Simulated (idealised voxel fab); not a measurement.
The name of this process module is voxel transistor to metal.
Section cut is 270 nm wide and gridded with 5 nm square cells.
Bands, listed from the top down, are how a cross-section gets written in this document; the cross-section itself is a grid of square cells, and a band is one or more rows of them.
Quick guide to a band line: top height, bottom height (nm) up front; then every material left to right with its width in nm. Only one material and it's marked "all across"? Then it fills the band edge to edge. And "air" just means empty space.
Convention: height 0 is the level below which the wafer, as received, is all one material. The lowest band does not terminate at the bottom but continues downward, represented as "from 0 down".
When a width is written as two numbers, as in "30->40", the first number is the width in the top row of cells of the band and the second is the width in its bottom row, and the width changes by the same amount from each row to the next.
When a step is marked "no modification", none of the cells in the cross-section changed during that step.
Any empty space of 8 cells or more lacking an open way to the top shows up in "Catalogued sealed voids" as width x height at distance, distance from the left edge, in nm.
Where a step's line continues beyond its settings, the continuation is a remark by the simulator itself on that step.
When a step includes a mask, the "overlay nm" setting on its line states how far to the right of its planned place that mask lay, and negative values state how far to the left.
Note: before/after cross-section pairs follow, one process step per pair, after-side truncated at the lowest changed band, step and settings given beneath. Different runs of this module on the same starting wafer may supply the pairs; a pair continues the one above only where the "Incoming profile" entry says so.
# Incoming profile
    from 50 to 35 | SiO2 all across
    from 35 to 25 | 60 nm SiO2  20 nm SiCN  110 nm SiO2  20 nm SiCN  60 nm SiO2
    from 25 to 15 | 50 nm SiO2  5 nm SiN  5 nm SiO2  20 nm polySi  5 nm SiO2  5 nm SiN  90 nm SiO2  5 nm SiN  5 nm SiO2  20 nm polySi  5 nm SiO2  5 nm SiN  50 nm SiO2
    from 15 to 0 | 30 nm SiO2  20 nm pSi  5 nm SiN  5 nm SiO2  20 nm polySi  5 nm SiO2  5 nm SiN  20 nm pSi  50 nm SiO2  20 nm pSi  5 nm SiN  5 nm SiO2  20 nm polySi  5 nm SiO2  5 nm SiN  20 nm pSi  30 nm SiO2
    from 0 to -5 | 20 nm SiO2  30 nm pSi  40 nm SiO2  30 nm pSi  30 nm SiO2  30 nm pSi  40 nm SiO2  30 nm pSi  20 nm SiO2
    from -5 to -20 | 25 nm SiO2  25 nm pSi  40 nm Si  25 nm pSi  40 nm SiO2  25 nm pSi  40 nm Si  25 nm pSi  25 nm SiO2
    from -20 to -35 | 25 nm SiO2  90 nm Si  40 nm SiO2  90 nm Si  25 nm SiO2
    from -35 down | Si all across
    Catalogued sealed voids: none
# Post-Step Geometry
    from 50 to 35 | 25 nm SiO2  15 nm air  60 nm SiO2  15 nm air  40 nm SiO2  15 nm air  60 nm SiO2  15 nm air  25 nm SiO2
    from 35 to 25 | 25 nm SiO2  15 nm air  20 nm SiO2  20 nm SiCN  20 nm SiO2  15 nm air  40 nm SiO2  15 nm air  20 nm SiO2  20 nm SiCN  20 nm SiO2  15 nm air  25 nm SiO2
    from 25 to 15 | 25 nm SiO2  15 nm air  10 nm SiO2  5 nm SiN  5 nm SiO2  20 nm polySi  5 nm SiO2  5 nm SiN  10 nm SiO2  15 nm air  40 nm SiO2  15 nm air  10 nm SiO2  5 nm SiN  5 nm SiO2  20 nm polySi  5 nm SiO2  5 nm SiN  10 nm SiO2  15 nm air  25 nm SiO2
    from 15 to 0 | 25 nm SiO2  5 nm air  20 nm pSi  5 nm SiN  5 nm SiO2  20 nm polySi  5 nm SiO2  5 nm SiN  20 nm pSi  5 nm air  40 nm SiO2  5 nm air  20 nm pSi  5 nm SiN  5 nm SiO2  20 nm polySi  5 nm SiO2  5 nm SiN  20 nm pSi  5 nm air  25 nm SiO2
    Below a height of 0, the structure has not been altered.
    Catalogued sealed voids: none
Formally, the process step situated between the two cross-sections above is MASKED_ETCH: tone open, mask id CONTACT, width nm 15, etch materials SiO2, depth nm 50, overlay nm 0
Incoming profile: see the after view in the pair directly above.
# Post-Step Geometry
    from 55 to 50 | 30 nm TiN  5 nm air  70 nm TiN  5 nm air  50 nm TiN  5 nm air  70 nm TiN  5 nm air  30 nm TiN
    from 50 to 35 | 25 nm SiO2  5 nm TiN  5 nm air  5 nm TiN  60 nm SiO2  5 nm TiN  5 nm air  5 nm TiN  40 nm SiO2  5 nm TiN  5 nm air  5 nm TiN  60 nm SiO2  5 nm TiN  5 nm air  5 nm TiN  25 nm SiO2
    from 35 to 25 | 25 nm SiO2  5 nm TiN  5 nm air  5 nm TiN  20 nm SiO2  20 nm SiCN  20 nm SiO2  5 nm TiN  5 nm air  5 nm TiN  40 nm SiO2  5 nm TiN  5 nm air  5 nm TiN  20 nm SiO2  20 nm SiCN  20 nm SiO2  5 nm TiN  5 nm air  5 nm TiN  25 nm SiO2
    from 25 to 20 | 25 nm SiO2  5 nm TiN  5 nm air  5 nm TiN  10 nm SiO2  5 nm SiN  5 nm SiO2  20 nm polySi  5 nm SiO2  5 nm SiN  10 nm SiO2  5 nm TiN  5 nm air  5 nm TiN  40 nm SiO2  5 nm TiN  5 nm air  5 nm TiN  10 nm SiO2  5 nm SiN  5 nm SiO2  20 nm polySi  5 nm SiO2  5 nm SiN  10 nm SiO2  5 nm TiN  5 nm air  5 nm TiN  25 nm SiO2
    from 20 to 15 | 25 nm SiO2  15 nm TiN  10 nm SiO2  5 nm SiN  5 nm SiO2  20 nm polySi  5 nm SiO2  5 nm SiN  10 nm SiO2  15 nm TiN  40 nm SiO2  15 nm TiN  10 nm SiO2  5 nm SiN  5 nm SiO2  20 nm polySi  5 nm SiO2  5 nm SiN  10 nm SiO2  15 nm TiN  25 nm SiO2
    from 15 to 0 | 25 nm SiO2  5 nm TiN  20 nm pSi  5 nm SiN  5 nm SiO2  20 nm polySi  5 nm SiO2  5 nm SiN  20 nm pSi  5 nm TiN  40 nm SiO2  5 nm TiN  20 nm pSi  5 nm SiN  5 nm SiO2  20 nm polySi  5 nm SiO2  5 nm SiN  20 nm pSi  5 nm TiN  25 nm SiO2
    Below a height of 0, the structure has not been altered.
    Catalogued sealed voids: none
Formally, the process step situated between the two cross-sections above is CONFORMAL_DEP: material TiN, thk nm 5
Incoming profile: see the after view in the pair directly above.
# Post-Step Geometry
    from 65 to 55 | Ru all across
    from 55 to 50 | 30 nm TiN  5 nm Ru  70 nm TiN  5 nm Ru  50 nm TiN  5 nm Ru  70 nm TiN  5 nm Ru  30 nm TiN
    from 50 to 35 | 25 nm SiO2  5 nm TiN  5 nm Ru  5 nm TiN  60 nm SiO2  5 nm TiN  5 nm Ru  5 nm TiN  40 nm SiO2  5 nm TiN  5 nm Ru  5 nm TiN  60 nm SiO2  5 nm TiN  5 nm Ru  5 nm TiN  25 nm SiO2
    from 35 to 25 | 25 nm SiO2  5 nm TiN  5 nm Ru  5 nm TiN  20 nm SiO2  20 nm SiCN  20 nm SiO2  5 nm TiN  5 nm Ru  5 nm TiN  40 nm SiO2  5 nm TiN  5 nm Ru  5 nm TiN  20 nm SiO2  20 nm SiCN  20 nm SiO2  5 nm TiN  5 nm Ru  5 nm TiN  25 nm SiO2
    from 25 to 20 | 25 nm SiO2  5 nm TiN  5 nm Ru  5 nm TiN  10 nm SiO2  5 nm SiN  5 nm SiO2  20 nm polySi  5 nm SiO2  5 nm SiN  10 nm SiO2  5 nm TiN  5 nm Ru  5 nm TiN  40 nm SiO2  5 nm TiN  5 nm Ru  5 nm TiN  10 nm SiO2  5 nm SiN  5 nm SiO2  20 nm polySi  5 nm SiO2  5 nm SiN  10 nm SiO2  5 nm TiN  5 nm Ru  5 nm TiN  25 nm SiO2
    Below a height of 20, the structure has not been altered.
    Catalogued sealed voids: none
Formally, the process step situated between the two cross-sections above is FILL_DEP: material Ru, thk nm 10
Incoming profile: see the after view in the pair directly above.
# Post-Step Geometry
    from 50 to 35 | 25 nm SiO2  5 nm TiN  5 nm Ru  5 nm TiN  60 nm SiO2  5 nm TiN  5 nm Ru  5 nm TiN  40 nm SiO2  5 nm TiN  5 nm Ru  5 nm TiN  60 nm SiO2  5 nm TiN  5 nm Ru  5 nm TiN  25 nm SiO2
    Below a height of 35, the structure has not been altered.
    Catalogued sealed voids: none
Formally, the process step situated between the two cross-sections above is CMP: height nm 50
Incoming profile: see the after view in the pair directly above.
# Post-Step Geometry
    from 55 to 50 | SiN all across
    Below a height of 50, the structure has not been altered.
    Catalogued sealed voids: none
Formally, the process step situated between the two cross-sections above is CONFORMAL_DEP: material SiN, thk nm 5
Incoming profile: see the after view in the pair directly above.
# Post-Step Geometry
    from 70 to 55 | lowk all across
    Below a height of 55, the structure has not been altered.
    Catalogued sealed voids: none
Formally, the process step situated between the two cross-sections above is DIRECTIONAL_DEP: material lowk, thk nm 15
Incoming profile: see the after view in the pair directly above.
# Post-Step Geometry
    from 90 to 70 | 25 nm resist  15 nm air  60 nm resist  15 nm air  40 nm resist  15 nm air  60 nm resist  15 nm air  25 nm resist
    Below a height of 70, the structure has not been altered.
    Catalogued sealed voids: none
Formally, the process step situated between the two cross-sections above is PATTERN: tone open, mask id METAL_1, material resist, width nm 15, thk nm 20, overlay nm 0
Incoming profile: see the after view in the pair directly above.
# Post-Step Geometry
    from 90 to 70 | 25 nm resist  15 nm air  60 nm resist  15 nm air  40 nm resist  15 nm air  60 nm resist  15 nm air  25 nm resist
    from 70 to 55 | 25 nm lowk  15 nm air  60 nm lowk  15 nm air  40 nm lowk  15 nm air  60 nm lowk  15 nm air  25 nm lowk
    Below a height of 55, the structure has not been altered.
    Catalogued sealed voids: none
Formally, the process step situated between the two cross-sections above is DIRECTIONAL_ETCH: etch materials lowk, depth nm 15
Incoming profile: see the after view in the pair directly above.
# Post-Step Geometry
    from 90 to 70 | 25 nm resist  15 nm air  60 nm resist  15 nm air  40 nm resist  15 nm air  60 nm resist  15 nm air  25 nm resist
    from 70 to 55 | 25 nm lowk  15 nm air  60 nm lowk  15 nm air  40 nm lowk  15 nm air  60 nm lowk  15 nm air  25 nm lowk
    from 55 to 50 | 25 nm SiN  15 nm air  60 nm SiN  15 nm air  40 nm SiN  15 nm air  60 nm SiN  15 nm air  25 nm SiN
    Below a height of 50, the structure has not been altered.
    Catalogued sealed voids: none
Formally, the process step situated between the two cross-sections above is DIRECTIONAL_ETCH: etch materials SiN, depth nm 5
Incoming profile: see the after view in the pair directly above.
# Post-Step Geometry
    from 70 to 55 | 25 nm lowk  15 nm air  60 nm lowk  15 nm air  40 nm lowk  15 nm air  60 nm lowk  15 nm air  25 nm lowk
    Below a height of 55, the structure has not been altered.
    Catalogued sealed voids: none
Formally, the process step situated between the two cross-sections above is STRIP: etch materials resist
Incoming profile: see the after view in the pair directly above.
# Post-Step Geometry
    from 75 to 70 | 30 nm TiN  5 nm air  70 nm TiN  5 nm air  50 nm TiN  5 nm air  70 nm TiN  5 nm air  30 nm TiN
    from 70 to 55 | 25 nm lowk  5 nm TiN  5 nm air  5 nm TiN  60 nm lowk  5 nm TiN  5 nm air  5 nm TiN  40 nm lowk  5 nm TiN  5 nm air  5 nm TiN  60 nm lowk  5 nm TiN  5 nm air  5 nm TiN  25 nm lowk
    from 55 to 50 | 25 nm SiN  15 nm TiN  60 nm SiN  15 nm TiN  40 nm SiN  15 nm TiN  60 nm SiN  15 nm TiN  25 nm SiN
    Below a height of 50, the structure has not been altered.
    Catalogued sealed voids: none
Formally, the process step situated between the two cross-sections above is CONFORMAL_DEP: material TiN, thk nm 5
Incoming profile: see the after view in the pair directly above.
# Post-Step Geometry
    from 80 to 75 | W all across
    from 75 to 70 | 30 nm TiN  5 nm W  70 nm TiN  5 nm W  50 nm TiN  5 nm W  70 nm TiN  5 nm W  30 nm TiN
    from 70 to 55 | 25 nm lowk  5 nm TiN  5 nm W  5 nm TiN  60 nm lowk  5 nm TiN  5 nm W  5 nm TiN  40 nm lowk  5 nm TiN  5 nm W  5 nm TiN  60 nm lowk  5 nm TiN  5 nm W  5 nm TiN  25 nm lowk
    Below a height of 55, the structure has not been altered.
    Catalogued sealed voids: none
Formally, the process step situated between the two cross-sections above is FILL_DEP: material W, thk nm 5
Incoming profile: see the after view in the pair directly above.
# Post-Step Geometry
    from 70 to 55 | 25 nm lowk  5 nm TiN  5 nm W  5 nm TiN  60 nm lowk  5 nm TiN  5 nm W  5 nm TiN  40 nm lowk  5 nm TiN  5 nm W  5 nm TiN  60 nm lowk  5 nm TiN  5 nm W  5 nm TiN  25 nm lowk
    Below a height of 55, the structure has not been altered.
    Catalogued sealed voids: none
Formally, the process step situated between the two cross-sections above is CMP: height nm 70
Incoming profile: see the after view in the pair directly above.
# Post-Step Geometry
    from 75 to 70 | 20 nm air  25 nm Ru  50 nm air  25 nm Ru  30 nm air  25 nm Ru  50 nm air  25 nm Ru  20 nm air
    Below a height of 70, the structure has not been altered.
    Catalogued sealed voids: none
Formally, the process step situated between the two cross-sections above is EPI: material Ru, thk nm 5
Incoming profile: see the after view in the pair directly above.
# Post-Step Geometry
    from 80 to 75 | SiCN all across
    from 75 to 70 | 20 nm SiCN  25 nm Ru  50 nm SiCN  25 nm Ru  30 nm SiCN  25 nm Ru  50 nm SiCN  25 nm Ru  20 nm SiCN
    Below a height of 70, the structure has not been altered.
    Catalogued sealed voids: none
Formally, the process step situated between the two cross-sections above is FILL_DEP: material SiCN, thk nm 5
# Incoming profile
    from 35 to 25 | SiCN all across
    from 25 to 0 | polySi all across
    from 0 to -5 | SiO2 all across
    from -5 to -35 | 25 nm SiO2  90 nm Si  40 nm SiO2  90 nm Si  25 nm SiO2
    from -35 down | Si all across
    Catalogued sealed voids: none
# Post-Step Geometry
    from 35 to 25 | 60 nm air  25 nm SiCN  105 nm air  25 nm SiCN  55 nm air
    Below a height of 25, the structure has not been altered.
    Catalogued sealed voids: none
Formally, the process step situated between the two cross-sections above is MASKED_ETCH: tone cover, mask id GATE, width nm 25, pitch nm 130, etch materials SiCN, depth nm 20, overlay nm 0
Incoming profile: see the after view in the pair directly above.
# Post-Step Geometry
    from 35 to 25 | 60 nm air  25 nm SiCN  105 nm air  25 nm SiCN  55 nm air
    from 25 to 0 | 60 nm air  25 nm polySi  105 nm air  25 nm polySi  55 nm air
    Below a height of 0, the structure has not been altered.
    Catalogued sealed voids: none
Formally, the process step situated between the two cross-sections above is MASKED_ETCH: tone cover, mask id GATE, width nm 20, pitch nm 130, etch materials polySi, depth nm 35, overlay nm 0
Incoming profile: see the after view in the pair directly above.
# Post-Step Geometry
    from 40 to 35 | 55 nm air  35 nm SiO2  95 nm air  35 nm SiO2  50 nm air
    from 35 to 25 | 55 nm air  5 nm SiO2  25 nm SiCN  5 nm SiO2  95 nm air  5 nm SiO2  25 nm SiCN  5 nm SiO2  50 nm air
    from 25 to 5 | 55 nm air  5 nm SiO2  25 nm polySi  5 nm SiO2  95 nm air  5 nm SiO2  25 nm polySi  5 nm SiO2  50 nm air
    from 5 to 0 | 60 nm SiO2  25 nm polySi  105 nm SiO2  25 nm polySi  55 nm SiO2
    Below a height of 0, the structure has not been altered.
    Catalogued sealed voids: none
Formally, the process step situated between the two cross-sections above is CONFORMAL_DEP: material SiO2, thk nm 5
Incoming profile: see the after view in the pair directly above.
# Post-Step Geometry
    from 35 to 25 | 55 nm air  5 nm SiO2  25 nm SiCN  5 nm SiO2  95 nm air  5 nm SiO2  25 nm SiCN  5 nm SiO2  50 nm air
    from 25 to 0 | 55 nm air  5 nm SiO2  25 nm polySi  5 nm SiO2  95 nm air  5 nm SiO2  25 nm polySi  5 nm SiO2  50 nm air
    Below a height of 0, the structure has not been altered.
    Catalogued sealed voids: none
Formally, the process step situated between the two cross-sections above is DIRECTIONAL_ETCH: etch materials SiO2, depth nm 5
Incoming profile: see the after view in the pair directly above.
# Post-Step Geometry
    from 40 to 35 | 50 nm air  45 nm SiN  85 nm air  45 nm SiN  45 nm air
    from 35 to 25 | 50 nm air  5 nm SiN  5 nm SiO2  25 nm SiCN  5 nm SiO2  5 nm SiN  85 nm air  5 nm SiN  5 nm SiO2  25 nm SiCN  5 nm SiO2  5 nm SiN  45 nm air
    from 25 to 5 | 50 nm air  5 nm SiN  5 nm SiO2  25 nm polySi  5 nm SiO2  5 nm SiN  85 nm air  5 nm SiN  5 nm SiO2  25 nm polySi  5 nm SiO2  5 nm SiN  45 nm air
    from 5 to 0 | 55 nm SiN  5 nm SiO2  25 nm polySi  5 nm SiO2  95 nm SiN  5 nm SiO2  25 nm polySi  5 nm SiO2  50 nm SiN
    Below a height of 0, the structure has not been altered.
    Catalogued sealed voids: none
Formally, the process step situated between the two cross-sections above is CONFORMAL_DEP: material SiN, thk nm 5
Incoming profile: see the after view in the pair directly above.
# Post-Step Geometry
    from 35 to 25 | 50 nm air  5 nm SiN  5 nm SiO2  25 nm SiCN  5 nm SiO2  5 nm SiN  85 nm air  5 nm SiN  5 nm SiO2  25 nm SiCN  5 nm SiO2  5 nm SiN  45 nm air
    from 25 to 0 | 50 nm air  5 nm SiN  5 nm SiO2  25 nm polySi  5 nm SiO2  5 nm SiN  85 nm air  5 nm SiN  5 nm SiO2  25 nm polySi  5 nm SiO2  5 nm SiN  45 nm air
    Below a height of 0, the structure has not been altered.
    Catalogued sealed voids: none
Formally, the process step situated between the two cross-sections above is DIRECTIONAL_ETCH: etch materials SiN, depth nm 5
Incoming profile: see the after view in the pair directly above.
# Post-Step Geometry
    from 35 to 30 | 50 nm air  5 nm SiN  5 nm air  25 nm SiCN  5 nm air  5 nm SiN  85 nm air  5 nm SiN  5 nm air  25 nm SiCN  5 nm air  5 nm SiN  45 nm air
    from 30 to 25 | 50 nm air  5 nm SiN  5 nm SiO2  25 nm SiCN  5 nm SiO2  5 nm SiN  85 nm air  5 nm SiN  5 nm SiO2  25 nm SiCN  5 nm SiO2  5 nm SiN  45 nm air
    from 25 to 0 | 50 nm air  5 nm SiN  5 nm SiO2  25 nm polySi  5 nm SiO2  5 nm SiN  85 nm air  5 nm SiN  5 nm SiO2  25 nm polySi  5 nm SiO2  5 nm SiN  45 nm air
    from 0 to -5 | 50 nm air  45 nm SiO2  85 nm air  45 nm SiO2  45 nm air
    Below a height of -5, the structure has not been altered.
    Catalogued sealed voids: none
Formally, the process step situated between the two cross-sections above is DIRECTIONAL_ETCH: etch materials SiO2, depth nm 5
Incoming profile: see the after view in the pair directly above.
# Post-Step Geometry
    from 35 to 30 | 50 nm air  5 nm SiN  5 nm air  25 nm SiCN  5 nm air  5 nm SiN  85 nm air  5 nm SiN  5 nm air  25 nm SiCN  5 nm air  5 nm SiN  45 nm air
    from 30 to 25 | 50 nm air  5 nm SiN  5 nm SiO2  25 nm SiCN  5 nm SiO2  5 nm SiN  85 nm air  5 nm SiN  5 nm SiO2  25 nm SiCN  5 nm SiO2  5 nm SiN  45 nm air
    from 25 to 0 | 50 nm air  5 nm SiN  5 nm SiO2  25 nm polySi  5 nm SiO2  5 nm SiN  85 nm air  5 nm SiN  5 nm SiO2  25 nm polySi  5 nm SiO2  5 nm SiN  45 nm air
    from 0 to -5 | 50 nm air  45 nm SiO2  85 nm air  45 nm SiO2  45 nm air
    from -5 to -20 | 25 nm SiO2  25 nm air  45 nm Si  20 nm air  40 nm SiO2  25 nm air  45 nm Si  20 nm air  25 nm SiO2
    Below a height of -20, the structure has not been altered.
    Catalogued sealed voids: none
Formally, the process step situated between the two cross-sections above is DIRECTIONAL_ETCH: etch materials Si, depth nm 15
Incoming profile: see the after view in the pair directly above.
# Post-Step Geometry
    from 35 to 30 | 50 nm air  5 nm SiN  5 nm air  25 nm SiCN  5 nm air  5 nm SiN  85 nm air  5 nm SiN  5 nm air  25 nm SiCN  5 nm air  5 nm SiN  45 nm air
    from 30 to 25 | 50 nm air  5 nm SiN  5 nm SiO2  25 nm SiCN  5 nm SiO2  5 nm SiN  85 nm air  5 nm SiN  5 nm SiO2  25 nm SiCN  5 nm SiO2  5 nm SiN  45 nm air
    from 25 to 15 | 50 nm air  5 nm SiN  5 nm SiO2  25 nm polySi  5 nm SiO2  5 nm SiN  85 nm air  5 nm SiN  5 nm SiO2  25 nm polySi  5 nm SiO2  5 nm SiN  45 nm air
    from 15 to 0 | 30 nm air  20 nm pSi  5 nm SiN  5 nm SiO2  25 nm polySi  5 nm SiO2  5 nm SiN  20 nm pSi  45 nm air  20 nm pSi  5 nm SiN  5 nm SiO2  25 nm polySi  5 nm SiO2  5 nm SiN  20 nm pSi  25 nm air
    from 0 to -5 | 20 nm air  30 nm pSi  45 nm SiO2  25 nm pSi  30 nm air  30 nm pSi  45 nm SiO2  25 nm pSi  20 nm air
    from -5 to -20 | 25 nm SiO2  25 nm pSi  45 nm Si  20 nm pSi  40 nm SiO2  25 nm pSi  45 nm Si  20 nm pSi  25 nm SiO2
    Below a height of -20, the structure has not been altered.
    Catalogued sealed voids: none
Formally, the process step situated between the two cross-sections above is EPI: material pSi, thk nm 20
Incoming profile: see the after view in the pair directly above.
# Post-Step Geometry
    from 40 to 35 | SiO2 all across
    from 35 to 25 | 50 nm SiO2  5 nm SiN  5 nm SiO2  25 nm SiCN  5 nm SiO2  5 nm SiN  85 nm SiO2  5 nm SiN  5 nm SiO2  25 nm SiCN  5 nm SiO2  5 nm SiN  45 nm SiO2
    from 25 to 15 | 50 nm SiO2  5 nm SiN  5 nm SiO2  25 nm polySi  5 nm SiO2  5 nm SiN  85 nm SiO2  5 nm SiN  5 nm SiO2  25 nm polySi  5 nm SiO2  5 nm SiN  45 nm SiO2
    from 15 to 0 | 30 nm SiO2  20 nm pSi  5 nm SiN  5 nm SiO2  25 nm polySi  5 nm SiO2  5 nm SiN  20 nm pSi  45 nm SiO2  20 nm pSi  5 nm SiN  5 nm SiO2  25 nm polySi  5 nm SiO2  5 nm SiN  20 nm pSi  25 nm SiO2
    from 0 to -5 | 20 nm SiO2  30 nm pSi  45 nm SiO2  25 nm pSi  30 nm SiO2  30 nm pSi  45 nm SiO2  25 nm pSi  20 nm SiO2
    Below a height of -5, the structure has not been altered.
    Catalogued sealed voids: none
Formally, the process step situated between the two cross-sections above is FILL_DEP: material SiO2, thk nm 5
Incoming profile: see the after view in the pair directly above.
# Post-Step Geometry
    from 35 to 25 | 50 nm SiO2  5 nm SiN  5 nm SiO2  25 nm SiCN  5 nm SiO2  5 nm SiN  85 nm SiO2  5 nm SiN  5 nm SiO2  25 nm SiCN  5 nm SiO2  5 nm SiN  45 nm SiO2
    Below a height of 25, the structure has not been altered.
    Catalogued sealed voids: none
Formally, the process step situated between the two cross-sections above is CMP: height nm 35
Incoming profile: see the after view in the pair directly above.
# Post-Step Geometry
    from 50 to 35 | SiO2 all across
    Below a height of 35, the structure has not been altered.
    Catalogued sealed voids: none
Formally, the process step situated between the two cross-sections above is DIRECTIONAL_DEP: material SiO2, thk nm 15
Incoming profile: see the after view in the pair directly above.
# Post-Step Geometry
    from 50 to 35 | 25 nm SiO2  15 nm air  60 nm SiO2  15 nm air  40 nm SiO2  15 nm air  60 nm SiO2  15 nm air  25 nm SiO2
    from 35 to 25 | 25 nm SiO2  15 nm air  10 nm SiO2  5 nm SiN  5 nm SiO2  25 nm SiCN  5 nm SiO2  5 nm SiN  5 nm SiO2  15 nm air  40 nm SiO2  15 nm air  10 nm SiO2  5 nm SiN  5 nm SiO2  25 nm SiCN  5 nm SiO2  5 nm SiN  5 nm SiO2  15 nm air  25 nm SiO2
    from 25 to 15 | 25 nm SiO2  15 nm air  10 nm SiO2  5 nm SiN  5 nm SiO2  25 nm polySi  5 nm SiO2  5 nm SiN  5 nm SiO2  15 nm air  40 nm SiO2  15 nm air  10 nm SiO2  5 nm SiN  5 nm SiO2  25 nm polySi  5 nm SiO2  5 nm SiN  5 nm SiO2  15 nm air  25 nm SiO2
    from 15 to 0 | 25 nm SiO2  5 nm air  20 nm pSi  5 nm SiN  5 nm SiO2  25 nm polySi  5 nm SiO2  5 nm SiN  20 nm pSi  40 nm SiO2  5 nm air  20 nm pSi  5 nm SiN  5 nm SiO2  25 nm polySi  5 nm SiO2  5 nm SiN  20 nm pSi  25 nm SiO2
    Below a height of 0, the structure has not been altered.
    Catalogued sealed voids: none
Formally, the process step situated between the two cross-sections above is MASKED_ETCH: tone open, mask id CONTACT, width nm 15, etch materials SiO2, depth nm 50, overlay nm 0
Incoming profile: see the after view in the pair directly above.
# Post-Step Geometry
    from 55 to 50 | 30 nm TiN  5 nm air  70 nm TiN  5 nm air  50 nm TiN  5 nm air  70 nm TiN  5 nm air  30 nm TiN
    from 50 to 35 | 25 nm SiO2  5 nm TiN  5 nm air  5 nm TiN  60 nm SiO2  5 nm TiN  5 nm air  5 nm TiN  40 nm SiO2  5 nm TiN  5 nm air  5 nm TiN  60 nm SiO2  5 nm TiN  5 nm air  5 nm TiN  25 nm SiO2
    from 35 to 25 | 25 nm SiO2  5 nm TiN  5 nm air  5 nm TiN  10 nm SiO2  5 nm SiN  5 nm SiO2  25 nm SiCN  5 nm SiO2  5 nm SiN  5 nm SiO2  5 nm TiN  5 nm air  5 nm TiN  40 nm SiO2  5 nm TiN  5 nm air  5 nm TiN  10 nm SiO2  5 nm SiN  5 nm SiO2  25 nm SiCN  5 nm SiO2  5 nm SiN  5 nm SiO2  5 nm TiN  5 nm air  5 nm TiN  25 nm SiO2
    from 25 to 20 | 25 nm SiO2  5 nm TiN  5 nm air  5 nm TiN  10 nm SiO2  5 nm SiN  5 nm SiO2  25 nm polySi  5 nm SiO2  5 nm SiN  5 nm SiO2  5 nm TiN  5 nm air  5 nm TiN  40 nm SiO2  5 nm TiN  5 nm air  5 nm TiN  10 nm SiO2  5 nm SiN  5 nm SiO2  25 nm polySi  5 nm SiO2  5 nm SiN  5 nm SiO2  5 nm TiN  5 nm air  5 nm TiN  25 nm SiO2
    from 20 to 15 | 25 nm SiO2  15 nm TiN  10 nm SiO2  5 nm SiN  5 nm SiO2  25 nm polySi  5 nm SiO2  5 nm SiN  5 nm SiO2  15 nm TiN  40 nm SiO2  15 nm TiN  10 nm SiO2  5 nm SiN  5 nm SiO2  25 nm polySi  5 nm SiO2  5 nm SiN  5 nm SiO2  15 nm TiN  25 nm SiO2
    from 15 to 0 | 25 nm SiO2  5 nm TiN  20 nm pSi  5 nm SiN  5 nm SiO2  25 nm polySi  5 nm SiO2  5 nm SiN  20 nm pSi  40 nm SiO2  5 nm TiN  20 nm pSi  5 nm SiN  5 nm SiO2  25 nm polySi  5 nm SiO2  5 nm SiN  20 nm pSi  25 nm SiO2
    Below a height of 0, the structure has not been altered.
    Catalogued sealed voids: none
Formally, the process step situated between the two cross-sections above is CONFORMAL_DEP: material TiN, thk nm 5
Incoming profile: see the after view in the pair directly above.
# Post-Step Geometry
    from 65 to 55 | Ru all across
    from 55 to 50 | 30 nm TiN  5 nm Ru  70 nm TiN  5 nm Ru  50 nm TiN  5 nm Ru  70 nm TiN  5 nm Ru  30 nm TiN
    from 50 to 35 | 25 nm SiO2  5 nm TiN  5 nm Ru  5 nm TiN  60 nm SiO2  5 nm TiN  5 nm Ru  5 nm TiN  40 nm SiO2  5 nm TiN  5 nm Ru  5 nm TiN  60 nm SiO2  5 nm TiN  5 nm Ru  5 nm TiN  25 nm SiO2
    from 35 to 25 | 25 nm SiO2  5 nm TiN  5 nm Ru  5 nm TiN  10 nm SiO2  5 nm SiN  5 nm SiO2  25 nm SiCN  5 nm SiO2  5 nm SiN  5 nm SiO2  5 nm TiN  5 nm Ru  5 nm TiN  40 nm SiO2  5 nm TiN  5 nm Ru  5 nm TiN  10 nm SiO2  5 nm SiN  5 nm SiO2  25 nm SiCN  5 nm SiO2  5 nm SiN  5 nm SiO2  5 nm TiN  5 nm Ru  5 nm TiN  25 nm SiO2
    from 25 to 20 | 25 nm SiO2  5 nm TiN  5 nm Ru  5 nm TiN  10 nm SiO2  5 nm SiN  5 nm SiO2  25 nm polySi  5 nm SiO2  5 nm SiN  5 nm SiO2  5 nm TiN  5 nm Ru  5 nm TiN  40 nm SiO2  5 nm TiN  5 nm Ru  5 nm TiN  10 nm SiO2  5 nm SiN  5 nm SiO2  25 nm polySi  5 nm SiO2  5 nm SiN  5 nm SiO2  5 nm TiN  5 nm Ru  5 nm TiN  25 nm SiO2
    Below a height of 20, the structure has not been altered.
    Catalogued sealed voids: none
Formally, the process step situated between the two cross-sections above is FILL_DEP: material Ru, thk nm 10
Incoming profile: see the after view in the pair directly above.
# Post-Step Geometry
    from 50 to 35 | 25 nm SiO2  5 nm TiN  5 nm Ru  5 nm TiN  60 nm SiO2  5 nm TiN  5 nm Ru  5 nm TiN  40 nm SiO2  5 nm TiN  5 nm Ru  5 nm TiN  60 nm SiO2  5 nm TiN  5 nm Ru  5 nm TiN  25 nm SiO2
    Below a height of 35, the structure has not been altered.
    Catalogued sealed voids: none
Formally, the process step situated between the two cross-sections above is CMP: height nm 50
Incoming profile: see the after view in the pair directly above.
# Post-Step Geometry
    from 55 to 50 | SiN all across
    Below a height of 50, the structure has not been altered.
    Catalogued sealed voids: none
Formally, the process step situated between the two cross-sections above is CONFORMAL_DEP: material SiN, thk nm 5
Incoming profile: see the after view in the pair directly above.
# Post-Step Geometry
    from 70 to 55 | lowk all across
    Below a height of 55, the structure has not been altered.
    Catalogued sealed voids: none
Formally, the process step situated between the two cross-sections above is DIRECTIONAL_DEP: material lowk, thk nm 15
Incoming profile: see the after view in the pair directly above.
# Post-Step Geometry
    from 90 to 70 | 25 nm resist  15 nm air  60 nm resist  15 nm air  40 nm resist  15 nm air  60 nm resist  15 nm air  25 nm resist
    Below a height of 70, the structure has not been altered.
    Catalogued sealed voids: none
Formally, the process step situated between the two cross-sections above is PATTERN: tone open, mask id METAL_1, material resist, width nm 15, thk nm 20, overlay nm 0
Incoming profile: see the after view in the pair directly above.
# Post-Step Geometry
    from 90 to 70 | 25 nm resist  15 nm air  60 nm resist  15 nm air  40 nm resist  15 nm air  60 nm resist  15 nm air  25 nm resist
    from 70 to 55 | 25 nm lowk  15 nm air  60 nm lowk  15 nm air  40 nm lowk  15 nm air  60 nm lowk  15 nm air  25 nm lowk
    Below a height of 55, the structure has not been altered.
    Catalogued sealed voids: none
Formally, the process step situated between the two cross-sections above is DIRECTIONAL_ETCH: etch materials lowk, depth nm 15
